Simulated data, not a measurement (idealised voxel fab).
Process module, titled voxel fin reveal
Section shown: cut. Width: 160 nm. Cell size: 5 nm, square.
Throughout this document, each cross-section is represented as a grid of square cells and is presented as a sequence of bands enumerated from the top downward, where a band comprises one or more rows of cells.
Basically the band line says how high the top is and how high the bottom is, in nm, and then what's in it from left to right, every material with its width in nm. Empty space shows up as "air", and if a single material carries "full width" it runs the full band edge to edge.
Convention: height 0 is the level below which the wafer, as received, is all one material. The lowest band does not terminate at the bottom but continues downward, represented as "z 0 and below".
The notation "30 to 40" denotes a width that varies across the rows of cells in the band, beginning at the first number in the top row, finishing at the second number in the bottom row, and changing by an identical amount from each row to the next.
"nothing altered" -> step changed no cross-section cell.
So "Enclosed void entries" is basically the list of trapped voids: any empty space of 8 cells or more that can't reach the top through an opening. They're written width x height at distance, the distance being from the left edge, and it's all nm.
If you see something after the settings on a step's line, that's the simulator's own remark about that step.
On any step carrying a mask, the "overlay nm" setting, if present on the step's line, tells how far right of its planned place the mask lay; negative values point to the left.
PLANNED PROCESS STEPS
1. RECEIVE: material Si
2. CONFORMAL_DEP: material SiN, thk nm 5
3. DIRECTIONAL_DEP: material aC, thk nm 15
4. PATTERN: tone cover, mask id FINS, material resist, width nm 15, pitch nm 35, thk nm 35, overlay nm 0
5. DIRECTIONAL_ETCH: etch materials aC, depth nm 15
6. STRIP: etch materials resist
7. DIRECTIONAL_ETCH: etch materials SiN, depth nm 5
8. DIRECTIONAL_ETCH: etch materials Si, depth nm 30
9. STRIP: etch materials aC
10. OXIDIZE: depth nm 5
11. FILL_DEP: material SiO2, thk nm 10
12. CMP: height nm 5
13. SELECTIVE_ETCH: etch materials SiO2, depth nm 15
14. STRIP: etch materials SiN
15. CONFORMAL_DEP: material SiO2, thk nm 5
THE FIRST OF TWO WAFERS, RUN AS PLANNED
WAFER AS RECEIVED: CROSS-SECTION FOLLOWING STEP 1
  z 0 and below | Si full width
  Enclosed void entries: none
CROSS-SECTION OF THE WAFER AFTER STEP 2
  z 5 to 0 | SiN full width
  Heights below 0 show no change.
CROSS-SECTION OF THE WAFER AFTER STEP 3
  z 20 to 5 | aC full width
  Heights below 5 show no change.
CROSS-SECTION OF THE WAFER AFTER STEP 4
  z 55 to 20 | air (20), resist (15), air (20), resist (15), air (20), resist (15), air (20), resist (15), air (20)
  Heights below 20 show no change.
CROSS-SECTION OF THE WAFER AFTER STEP 5
  z 40 to 20 | air (20), resist (15), air (20), resist (15), air (20), resist (15), air (20), resist (15), air (20)
  z 20 to 5 | air (20), aC (15), air (20), aC (15), air (20), aC (15), air (20), aC (15), air (20)
  Heights below 5 show no change.
CROSS-SECTION OF THE WAFER AFTER STEP 6
  z 20 to 5 | air (20), aC (15), air (20), aC (15), air (20), aC (15), air (20), aC (15), air (20)
  Heights below 5 show no change.
CROSS-SECTION OF THE WAFER AFTER STEP 7
  z 20 to 5 | air (20), aC (15), air (20), aC (15), air (20), aC (15), air (20), aC (15), air (20)
  z 5 to 0 | air (20), SiN (15), air (20), SiN (15), air (20), SiN (15), air (20), SiN (15), air (20)
  Heights below 0 show no change.
CROSS-SECTION OF THE WAFER AFTER STEP 8
  z 20 to 5 | air (20), aC (15), air (20), aC (15), air (20), aC (15), air (20), aC (15), air (20)
  z 5 to 0 | air (20), SiN (15), air (20), SiN (15), air (20), SiN (15), air (20), SiN (15), air (20)
  z 0 to -30 | air (20), Si (15), air (20), Si (15), air (20), Si (15), air (20), Si (15), air (20)
  Heights below -30 show no change.
CROSS-SECTION OF THE WAFER AFTER STEP 9
  z 5 to 0 | air (20), SiN (15), air (20), SiN (15), air (20), SiN (15), air (20), SiN (15), air (20)
  Heights below 0 show no change.
CROSS-SECTION OF THE WAFER AFTER STEP 10
  z 5 to 0 | air (20), SiN (15), air (20), SiN (15), air (20), SiN (15), air (20), SiN (15), air (20)
  z 0 to -30 | air (20), SiO2 (5), Si (5), SiO2 (5), air (20), SiO2 (5), Si (5), SiO2 (5), air (20), SiO2 (5), Si (5), SiO2 (5), air (20), SiO2 (5), Si (5), SiO2 (5), air (20)
  z -30 to -35 | SiO2 (25), Si (5), SiO2 (30), Si (5), SiO2 (30), Si (5), SiO2 (30), Si (5), SiO2 (25)
  Heights below -35 show no change.
CROSS-SECTION OF THE WAFER AFTER STEP 11
  z 15 to 5 | SiO2 full width
  z 5 to 0 | SiO2 (20), SiN (15), SiO2 (20), SiN (15), SiO2 (20), SiN (15), SiO2 (20), SiN (15), SiO2 (20)
  z 0 to -35 | SiO2 (25), Si (5), SiO2 (30), Si (5), SiO2 (30), Si (5), SiO2 (30), Si (5), SiO2 (25)
  Heights below -35 show no change.
CROSS-SECTION OF THE WAFER AFTER STEP 12
  z 5 to 0 | SiO2 (20), SiN (15), SiO2 (20), SiN (15), SiO2 (20), SiN (15), SiO2 (20), SiN (15), SiO2 (20)
  Heights below 0 show no change.
CROSS-SECTION OF THE WAFER AFTER STEP 13
  z 5 to 0 | air (20), SiN (15), air (20), SiN (15), air (20), SiN (15), air (20), SiN (15), air (20)
  z 0 to -10 | air (25), Si (5), air (30), Si (5), air (30), Si (5), air (30), Si (5), air (25)
  Heights below -10 show no change.
CROSS-SECTION OF THE WAFER AFTER STEP 14
  z 0 to -10 | air (25), Si (5), air (30), Si (5), air (30), Si (5), air (30), Si (5), air (25)
  Heights below -10 show no change.
CROSS-SECTION OF THE WAFER AFTER STEP 15
  z 5 to 0 | air (20), SiO2 (15), air (20), SiO2 (15), air (20), SiO2 (15), air (20), SiO2 (15), air (20)
  z 0 to -5 | air (20), SiO2 (5), Si (5), SiO2 (5), air (20), SiO2 (5), Si (5), SiO2 (5), air (20), SiO2 (5), Si (5), SiO2 (5), air (20), SiO2 (5), Si (5), SiO2 (5), air (20)
  z -5 to -35 | SiO2 (25), Si (5), SiO2 (30), Si (5), SiO2 (30), Si (5), SiO2 (30), Si (5), SiO2 (25)
  Heights below -35 show no change.
IT IS TO BE NOTED THAT THE SECOND WAFER PROCEEDED FROM THE SAME INITIAL STATE AND ACCORDING TO THE SAME PLAN AS THE FIRST, ALTHOUGH ONE MISTAKE WAS COMMITTED IN ITS EXECUTION; THROUGH STEP 3, INCLUSIVE, THE TWO WAFERS SHARE AN IDENTICAL HISTORY
SECOND WAFER PROFILE IN SECTION, AT THE MOMENT STEP 4 OF THE PLAN WAS MEANT TO BE COMPLETE
  z 55 to 20 | resist (20), air (15), resist (20), air (15), resist (20), air (15), resist (20), air (15), resist (20)
  Heights below 20 show no change.
SECOND WAFER PROFILE IN SECTION, AT THE MOMENT STEP 5 OF THE PLAN WAS MEANT TO BE COMPLETE
  z 40 to 20 | resist (20), air (15), resist (20), air (15), resist (20), air (15), resist (20), air (15), resist (20)
  z 20 to 5 | aC (20), air (15), aC (20), air (15), aC (20), air (15), aC (20), air (15), aC (20)
  Heights below 5 show no change.
SECOND WAFER PROFILE IN SECTION, AT THE MOMENT STEP 6 OF THE PLAN WAS MEANT TO BE COMPLETE
  z 20 to 5 | aC (20), air (15), aC (20), air (15), aC (20), air (15), aC (20), air (15), aC (20)
  Heights below 5 show no change.
SECOND WAFER PROFILE IN SECTION, AT THE MOMENT STEP 7 OF THE PLAN WAS MEANT TO BE COMPLETE
  z 20 to 5 | aC (20), air (15), aC (20), air (15), aC (20), air (15), aC (20), air (15), aC (20)
  z 5 to 0 | SiN (20), air (15), SiN (20), air (15), SiN (20), air (15), SiN (20), air (15), SiN (20)
  Heights below 0 show no change.
SECOND WAFER PROFILE IN SECTION, AT THE MOMENT STEP 8 OF THE PLAN WAS MEANT TO BE COMPLETE
  z 20 to 5 | aC (20), air (15), aC (20), air (15), aC (20), air (15), aC (20), air (15), aC (20)
  z 5 to 0 | SiN (20), air (15), SiN (20), air (15), SiN (20), air (15), SiN (20), air (15), SiN (20)
  z 0 to -30 | Si (20), air (15), Si (20), air (15), Si (20), air (15), Si (20), air (15), Si (20)
  Heights below -30 show no change.
SECOND WAFER PROFILE IN SECTION, AT THE MOMENT STEP 9 OF THE PLAN WAS MEANT TO BE COMPLETE
  z 5 to 0 | SiN (20), air (15), SiN (20), air (15), SiN (20), air (15), SiN (20), air (15), SiN (20)
  Heights below 0 show no change.
SECOND WAFER PROFILE IN SECTION, AT THE MOMENT STEP 10 OF THE PLAN WAS MEANT TO BE COMPLETE
  z 5 to 0 | SiN (20), air (15), SiN (20), air (15), SiN (20), air (15), SiN (20), air (15), SiN (20)
  z 0 to -30 | Si (15), SiO2 (5), air (15), SiO2 (5), Si (10), SiO2 (5), air (15), SiO2 (5), Si (10), SiO2 (5), air (15), SiO2 (5), Si (10), SiO2 (5), air (15), SiO2 (5), Si (15)
  z -30 to -35 | Si (15), SiO2 (25), Si (10), SiO2 (25), Si (10), SiO2 (25), Si (10), SiO2 (25), Si (15)
  Heights below -35 show no change.
SECOND WAFER PROFILE IN SECTION, AT THE MOMENT STEP 11 OF THE PLAN WAS MEANT TO BE COMPLETE
  z 15 to 5 | SiO2 full width
  z 5 to 0 | SiN (20), SiO2 (15), SiN (20), SiO2 (15), SiN (20), SiO2 (15), SiN (20), SiO2 (15), SiN (20)
  z 0 to -35 | Si (15), SiO2 (25), Si (10), SiO2 (25), Si (10), SiO2 (25), Si (10), SiO2 (25), Si (15)
  Heights below -35 show no change.
SECOND WAFER PROFILE IN SECTION, AT THE MOMENT STEP 12 OF THE PLAN WAS MEANT TO BE COMPLETE
  z 5 to 0 | SiN (20), SiO2 (15), SiN (20), SiO2 (15), SiN (20), SiO2 (15), SiN (20), SiO2 (15), SiN (20)
  Heights below 0 show no change.
SECOND WAFER PROFILE IN SECTION, AT THE MOMENT STEP 13 OF THE PLAN WAS MEANT TO BE COMPLETE
  z 5 to 0 | SiN (20), air (15), SiN (20), air (15), SiN (20), air (15), SiN (20), air (15), SiN (20)
  z 0 to -10 | Si (15), air (25), Si (10), air (25), Si (10), air (25), Si (10), air (25), Si (15)
  Heights below -10 show no change.
SECOND WAFER PROFILE IN SECTION, AT THE MOMENT STEP 14 OF THE PLAN WAS MEANT TO BE COMPLETE
  z 0 to -10 | Si (15), air (25), Si (10), air (25), Si (10), air (25), Si (10), air (25), Si (15)
  Heights below -10 show no change.
SECOND WAFER PROFILE IN SECTION, AT THE MOMENT STEP 15 OF THE PLAN WAS MEANT TO BE COMPLETE
  z 5 to 0 | SiO2 (20), air (15), SiO2 (20), air (15), SiO2 (20), air (15), SiO2 (20), air (15), SiO2 (20)
  z 0 to -5 | Si (15), SiO2 (5), air (15), SiO2 (5), Si (10), SiO2 (5), air (15), SiO2 (5), Si (10), SiO2 (5), air (15), SiO2 (5), Si (10), SiO2 (5), air (15), SiO2 (5), Si (15)
  z -5 to -35 | Si (15), SiO2 (25), Si (10), SiO2 (25), Si (10), SiO2 (25), Si (10), SiO2 (25), Si (15)
  Heights below -35 show no change.
Which mistake was made when the wafer was run? heads up, step 4 didn't go per plan, it actually ran as PATTERN: tone open, mask id FINS, material resist, width nm 15, pitch nm 35, thk nm 35, overlay nm 0
Per the end-of-run cell counts, the second wafer holds more or fewer of some materials than the first: Si +56; SiO2 -40
